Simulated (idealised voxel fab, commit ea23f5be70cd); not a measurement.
process module | voxel self aligned contacts
cross-section cut | 260 nm wide | cells 5 nm
A cross-section is a grid of square cells, given in bands from the top down. A band is one or more rows of cells.
Each band's line starts with the height of the band's top and of its bottom, in nm. Then come its materials from left to right, each with its width in nm. One material with "throughout" fills the band from edge to edge. "air" is empty space.
Height 0 is the level under which the wafer as received is all one material. The lowest band goes on downwards, as in "0 down".
A width such as "30 to 40" changes by the same amount from each row of cells to the next, from the band's top row to its bottom row.
"no change" after a step means that no cell of the cross-section changed.
closed voids: empty space of 8 cells or more with no open way to the top, each as width x height at its distance from the left edge, in nm
after a step's settings: what the simulator itself notes on the step
overlay nm, on a step with a mask: how far to the right of its planned place the mask lay; to the left if negative
plan
1 op RECEIVE | material Si
2 op CONFORMAL_DEP | material SiO2 | thk nm 5
3 op DIRECTIONAL_DEP | material polySi | thk nm 20
4 op DIRECTIONAL_DEP | material SiN | thk nm 20
5 op DIRECTIONAL_DEP | material aC | thk nm 10
6 op PATTERN | tone cover | mask id GATE | material resist | width nm 30 | pitch nm 70 | thk nm 25 | overlay nm -15
7 op DIRECTIONAL_ETCH | etch materials aC | depth nm 10
8 op STRIP | etch materials resist
9 op DIRECTIONAL_ETCH | etch materials SiN | depth nm 20
10 op DIRECTIONAL_ETCH | etch materials polySi | depth nm 20
11 op STRIP | etch materials aC
12 op CONFORMAL_DEP | material SiN | thk nm 10
13 op DIRECTIONAL_ETCH | etch materials SiN | depth nm 10
14 op FILL_DEP | material SiO2 | thk nm 20
15 op CMP | height nm 55
16 op MASKED_ETCH | tone open | mask id CONTACT | width nm 50 | pitch nm 70 | etch materials SiO2 | depth nm 55 | overlay nm 0
17 op CONFORMAL_DEP | material TiN | thk nm 5
18 op FILL_DEP | material W | thk nm 5
19 op CMP | height nm 55
20 op CONFORMAL_DEP | material SiN | thk nm 5
varied across the wafers: overlay nm of step 6. The plan shows the first wafer's value. All wafers start alike
first wafer as received, after step 1
  0 down: Si throughout
  closed voids: none
each wafer at the end: cells of each material gained (+) or lost (-) since it was received, then its closed voids
overlay nm -15 | +220 SiN | +220 SiO2 | +60 TiN | +52 W | +72 polySi | closed voids: none
overlay nm -10 | +220 SiN | +220 SiO2 | +60 TiN | +52 W | +72 polySi | closed voids: none
overlay nm -5 | +220 SiN | +220 SiO2 | +60 TiN | +52 W | +72 polySi | closed voids: none
overlay nm 0 | +220 SiN | +220 SiO2 | +60 TiN | +52 W | +72 polySi | closed voids: none
overlay nm 5 | +220 SiN | +220 SiO2 | +60 TiN | +52 W | +72 polySi | closed voids: none
overlay nm 10 | +220 SiN | +220 SiO2 | +60 TiN | +52 W | +72 polySi | closed voids: none
overlay nm 15 | +220 SiN | +220 SiO2 | +60 TiN | +52 W | +72 polySi | closed voids: none
